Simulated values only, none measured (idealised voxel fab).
Module name: voxel self aligned contacts (process module)
The width of the displayed cross-section, cut, is 240 nm; its cells are square, with a size of 5 nm.
Notation: cross-section as square-cell grid; stated in bands, top first, going down; one or more cell rows per band. Within each band entry, the heights of the top and of the bottom of the band appear first, in that order and in nm; the materials of the band then follow from left to right, each with its corresponding width in nm. The designation "all across" on a single material indicates that it fills the band from edge to edge; the designation "air" indicates empty space. The level at which height equals 0 is the one under which the wafer, as it arrives, is entirely one material. No lower edge exists for the bottom band, which continues downward and is notated as in "0 down". A width such as "30 to 40" changes by the same amount from each row of cells to the next, from the band's top row to its bottom row. "no modifications", as given for a step, is the statement that not any cell of the cross-section underwent a change during that step. Heads up: "Enclosed internal cavities" only lists the empty pockets with no open path to the top that are 8 cells or more, and it writes them as width x height at distance, distance from the left edge, in nm. On a step's line, text after the settings is the simulator commenting on that step. overlay nm: right-of-plan distance of the mask on a masked step; negative values mean left-of-plan.
SO HERE'S THE LINEUP OF PROCESS STEPS WE PLANNED
1) op RECEIVE | material Si
2) op OXIDIZE | depth nm 5
3) op DIRECTIONAL_DEP | material polySi | thk nm 30
4) op DIRECTIONAL_DEP | material SiN | thk nm 20
5) op DIRECTIONAL_DEP | material aC | thk nm 10
6) op PATTERN | tone cover | mask id GATE | material resist | width nm 25 | pitch nm 65 | thk nm 30 | overlay nm 0
7) op DIRECTIONAL_ETCH | etch materials aC | depth nm 10
8) op STRIP | etch materials resist
9) op DIRECTIONAL_ETCH | etch materials SiN | depth nm 20
10) op DIRECTIONAL_ETCH | etch materials polySi | depth nm 30
11) op STRIP | etch materials aC
12) op CONFORMAL_DEP | material SiN | thk nm 10
13) op DIRECTIONAL_ETCH | etch materials SiN | depth nm 10
14) op FILL_DEP | material SiO2 | thk nm 15
15) op CMP | height nm 60
16) op DIRECTIONAL_DEP | material aC | thk nm 10
17) op PATTERN | tone open | mask id CONTACT | material resist | width nm 50 | thk nm 25 | overlay nm 0
18) op DIRECTIONAL_ETCH | etch materials aC | depth nm 10
19) op STRIP | etch materials resist
20) op DIRECTIONAL_ETCH | etch materials SiO2 | depth nm 65
21) op STRIP | etch materials aC
22) op CONFORMAL_DEP | material TiN | thk nm 5
23) op FILL_DEP | material W | thk nm 5
24) op CMP | height nm 60
25) op CONFORMAL_DEP | material SiN | thk nm 5
THE CROSS-SECTION HERE SHOWS THE WAFER AS RECEIVED, I.E. IN ITS STATE AFTER STEP 1
- 0 down  Si all across
- Enclosed internal cavities: none
RESULT OF THE MODULE, CROSS-SECTIONED: START PER ABOVE, PLAN PER ABOVE, ONE ERROR IN HOW IT WAS RUN
- 65 to 60  SiN all across
- 60 to 50  90 nm SiO2, then 5 to 25 nm TiN, then 40 to 10 nm W, then 5 to 15 nm TiN, then 100 nm SiO2
- 50 to 30  65 nm SiO2, then 45 nm SiN, then 5 nm TiN, then 10 nm W, then 5 nm TiN, then 45 nm SiN, then 65 nm SiO2
- 30 to 0  65 nm SiO2, then 10 nm SiN, then 25 nm polySi, then 10 nm SiN, then 5 nm TiN, then 10 nm W, then 5 nm TiN, then 10 nm SiN, then 25 nm polySi, then 10 nm SiN, then 65 nm SiO2
- 0 to -5  110 nm SiO2, then 20 nm TiN, then 110 nm SiO2
- -5 down  Si all across
- Enclosed internal cavities: none
Want to know what went wrong? it should be noted that step 17 was executed with settings other than those planned, the operation and settings actually applied being op PATTERN | tone open | mask id CONTACT | material resist | width nm 50 | thk nm 25 | overlay nm -5
